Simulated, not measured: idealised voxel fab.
Module name: voxel local oxidation (process module)
The cross-section on display is named cut; it measures 250 nm wide, and its cells are 5 nm squares.
Reading order for cross-sections: top band down to bottom band. Underlying form: a grid of square cells. Band size: one or more rows of cells. Basically the band line says how high the top is and how high the bottom is, in nm, and then what's in it from left to right, every material with its width in nm. Empty space shows up as "blank", and if a single material carries "full width" it runs the full band edge to edge. Zero point of the height axis is 0; under it, received wafer = one material. Lowest band: continues down indefinitely, "top 0, no bottom". Top row gets the first number, bottom row gets the second, and each row in between changes by the same step: that is how a band width like "30..40" works. Where a step carries "no change occurred", the cross-section came out of it unchanged, cell for cell. Trapped void list: empty space of 8 cells or more with no open way to the top, each as width x height at its distance from the left edge, in nm. Formally, on a step line, whatever follows the settings is a remark that the simulator itself makes on the step. "overlay nm" answers the question of how far to the right of plan the mask lay on a step that has a mask, and when it is negative the answer is to the left.
**Process steps - plan**
1) RECEIVE, material Si
2) OXIDIZE, depth nm 5
3) CONFORMAL_DEP, material SiN, thk nm 10
4) DIRECTIONAL_DEP, material aC, thk nm 10
5) PATTERN, tone cover, mask id ACTIVE, material resist, width nm 90, thk nm 25, overlay nm 0
6) DIRECTIONAL_ETCH, etch materials aC, depth nm 10
7) STRIP, etch materials resist
8) DIRECTIONAL_ETCH, etch materials SiN, depth nm 10
9) STRIP, etch materials aC
10) SELECTIVE_ETCH, etch materials SiO2, depth nm 5
11) OXIDIZE, depth nm 10
12) STRIP, etch materials SiN
**Incoming wafer in cross-section (state: after step 1)**
  top 0, no bottom  Si full width
  Trapped void list: none
**Starting wafer: above. Plan: above. Run: one mistake. Cross-section after the module: below**
  top 0, bottom -5  75 nm blank, then 80 nm SiO2, then 95 nm blank
  top -5, bottom -15  85 nm SiO2, then 60 nm Si, then 105 nm SiO2
  top -15, no bottom  Si full width
  Trapped void list: none
Here's what went sideways: step 5 went in with a setting other than planned; the actual run was PATTERN, tone cover, mask id ACTIVE, material resist, width nm 90, thk nm 25, overlay nm -10
